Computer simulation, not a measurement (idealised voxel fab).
process module | voxel spacer lines
cross-section cut | 270 nm wide | cells 5 nm
A cross-section is a grid of square cells, given in bands from the top down. A band is one or more rows of cells.
Each band's line starts with the height of the band's top and of its bottom, in nm. Then come its materials from left to right, each with its width in nm. One material with "throughout" fills the band from edge to edge. "air" is empty space.
Height 0 is the level under which the wafer as received is all one material. The lowest band goes on downwards, as in "0 down".
A width such as "30 to 40" changes by the same amount from each row of cells to the next, from the band's top row to its bottom row.
"no change" after a step means that no cell of the cross-section changed.
closed voids: empty space of 8 cells or more with no open way to the top, each as width x height at its distance from the left edge, in nm
after a step's settings: what the simulator itself notes on the step
overlay nm, on a step with a mask: how far to the right of its planned place the mask lay; to the left if negative
plan
1 op RECEIVE | material Si
2 op CONFORMAL_DEP | material Al2O3 | thk nm 5
3 op DIRECTIONAL_DEP | material SiN | thk nm 15
4 op DIRECTIONAL_DEP | material aC | thk nm 20
5 op PATTERN | tone cover | mask id MANDREL | material resist | width nm 25 | pitch nm 70 | thk nm 25 | overlay nm 0
6 op DIRECTIONAL_ETCH | etch materials aC | depth nm 20
7 op STRIP | etch materials resist
8 op CONFORMAL_DEP | material SiO2 | thk nm 10
9 op DIRECTIONAL_ETCH | etch materials SiO2 | depth nm 10
10 op STRIP | etch materials aC
11 op DIRECTIONAL_ETCH | etch materials SiN | depth nm 15
12 op STRIP | etch materials SiO2
13 op FILL_DEP | material SiO2 | thk nm 10
14 op CMP | height nm 20
as received, after step 1
  0 down: Si throughout
  closed voids: none
a wafer at the end: this start, this plan, one mistake
  20 to 5: SiO2 45 | SiN 10 | SiO2 15 | SiN 10 | SiO2 35 | SiN 10 | SiO2 15 | SiN 10 | SiO2 35 | SiN 10 | SiO2 15 | SiN 10 | SiO2 50
  5 to 0: Al2O3 throughout
  0 down: Si throughout
  closed voids: none
what went wrong: step 5 ran as: op PATTERN | tone cover | mask id MANDREL | material resist | width nm 15 | pitch nm 70 | thk nm 25 | overlay nm 0
